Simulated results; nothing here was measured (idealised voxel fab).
Name of the process module below: voxel capacitor over wiring
Cross-section cut: width 195 nm, square cells of 5 nm.
For the purposes of this document, a cross-section shall be understood as a grid of square cells, specified as bands listed in top-to-bottom order, each band consisting of one or more rows of cells.
First you get the band's top height and its bottom height, in nm, and then the materials it's made of, left to right, with each width in nm. If you see a single material with "full width", that one covers the band edge to edge. "empty" is empty space.
Beneath 0, the wafer as received is one material, and that level is where height counting begins. The lowest band goes on downward without a bottom; it is written like "0 down".
Note: "30..40" means the width goes from the first number (top row of the band) to the second number (bottom row) in equal steps per row of cells.
Where a step carries "no modifications", the cross-section came out of it unchanged, cell for cell.
In "Enclosed internal voids" the enclosed voids are listed, meaning empty spaces of 8 cells or larger without any opening to the top. The form is width x height at distance, distance from the left edge, units nm.
Note: text after step settings on the step line = simulator remark on that step.
overlay nm: for a step with a mask, the amount by which the mask lay right of where it was planned; a negative amount means left of it.

[plan]
| 1 | op RECEIVE | material Si |
| 2 | op CONFORMAL_DEP | material SiO2 | thk nm 15 |
| 3 | op CONFORMAL_DEP | material SiN | thk nm 5 |
| 4 | op DIRECTIONAL_DEP | material lowk | thk nm 15 |
| 5 | op DIRECTIONAL_DEP | material aC | thk nm 15 |
| 6 | op PATTERN | tone open | mask id METAL_1 | material resist | width nm 30 | pitch nm 80 | thk nm 30 | overlay nm 0 |
| 7 | op DIRECTIONAL_ETCH | etch materials aC | depth nm 15 |
| 8 | op STRIP | etch materials resist |
| 9 | op DIRECTIONAL_ETCH | etch materials lowk | depth nm 15 |
| 10 | op DIRECTIONAL_ETCH | etch materials SiN | depth nm 5 |
| 11 | op STRIP | etch materials aC |
| 12 | op CONFORMAL_DEP | material TiN | thk nm 5 |
| 13 | op FILL_DEP | material Ru | thk nm 10 |
| 14 | op CMP | height nm 35 |
| 15 | op CONFORMAL_DEP | material SiCN | thk nm 5 |
| 16 | op DIRECTIONAL_DEP | material SiO2 | thk nm 15 |
| 17 | op MASKED_ETCH | tone open | mask id PLUG_1 | width nm 15 | etch materials SiO2 | depth nm 15 | overlay nm 0 |
| 18 | op MASKED_ETCH | tone open | mask id PLUG_1 | width nm 15 | etch materials SiCN | depth nm 5 | overlay nm 0 |
| 19 | op EPI | material Ru | thk nm 10 |
| 20 | op EPI | material Ru | thk nm 10 |
| 21 | op DIRECTIONAL_DEP | material TiN | thk nm 5 |
| 22 | op DIRECTIONAL_DEP | material HfO2 | thk nm 5 |
| 23 | op DIRECTIONAL_DEP | material TiN | thk nm 5 |
| 24 | op MASKED_ETCH | tone cover | mask id UPPER_PLATE | width nm 55 | etch materials TiN | depth nm 5 | overlay nm 0 |
| 25 | op MASKED_ETCH | tone cover | mask id UPPER_PLATE | width nm 55 | etch materials HfO2 | depth nm 5 | overlay nm 0 |
| 26 | op MASKED_ETCH | tone cover | mask id LOWER_PLATE | width nm 65 | etch materials TiN | depth nm 5 | overlay nm 0 |
| 27 | op FILL_DEP | material SiO2 | thk nm 20 |
| 28 | op CMP | height nm 85 |
| 29 | op PATTERN | tone open | mask id PLUG_2 | material resist | width nm 15 | thk nm 15 | overlay nm 0 |
| 30 | op DIRECTIONAL_ETCH | etch materials SiO2 | depth nm 15 |
| 31 | op STRIP | etch materials resist |
| 32 | op CONFORMAL_DEP | material TiN | thk nm 5 |
| 33 | op FILL_DEP | material W | thk nm 5 |
| 34 | op CMP | height nm 85 |
| 35 | op CONFORMAL_DEP | material SiCN | thk nm 5 |

[Wafer cross-section on receipt, i.e. after step 1]
> 0 down = Si full width
> Enclosed internal voids: none

[Result of the module, cross-sectioned: start per above, plan per above, one error in how it was run]
> 90 to 85 = SiCN full width
> 85 to 75 = SiO2=65, TiN=5, W=5, TiN=5, SiO2=115
> 75 to 70 = SiO2=65, TiN=15, SiO2=115
> 70 to 65 = SiO2 full width
> 65 to 60 = SiO2=55, HfO2=55, SiO2=85
> 60 to 55 = TiN=50, SiO2=5, TiN=55, SiO2=5, TiN=80
> 55 to 40 = SiO2=55, Ru=15, SiO2=125
> 40 to 35 = SiCN=55, Ru=15, SiCN=125
> 35 to 20 = lowk=40, TiN=5, Ru=20, TiN=5, lowk=50, TiN=5, Ru=20, TiN=5, lowk=45
> 20 to 15 = SiN=40, TiN=30, SiN=50, TiN=30, SiN=45
> 15 to 0 = SiO2 full width
> 0 down = Si full width
> Enclosed internal voids: none
Where did the run depart from the plan? step 26: run off-plan, actual operation and settings op MASKED_ETCH | tone open | mask id LOWER_PLATE | width nm 65 | etch materials TiN | depth nm 5 | overlay nm 0
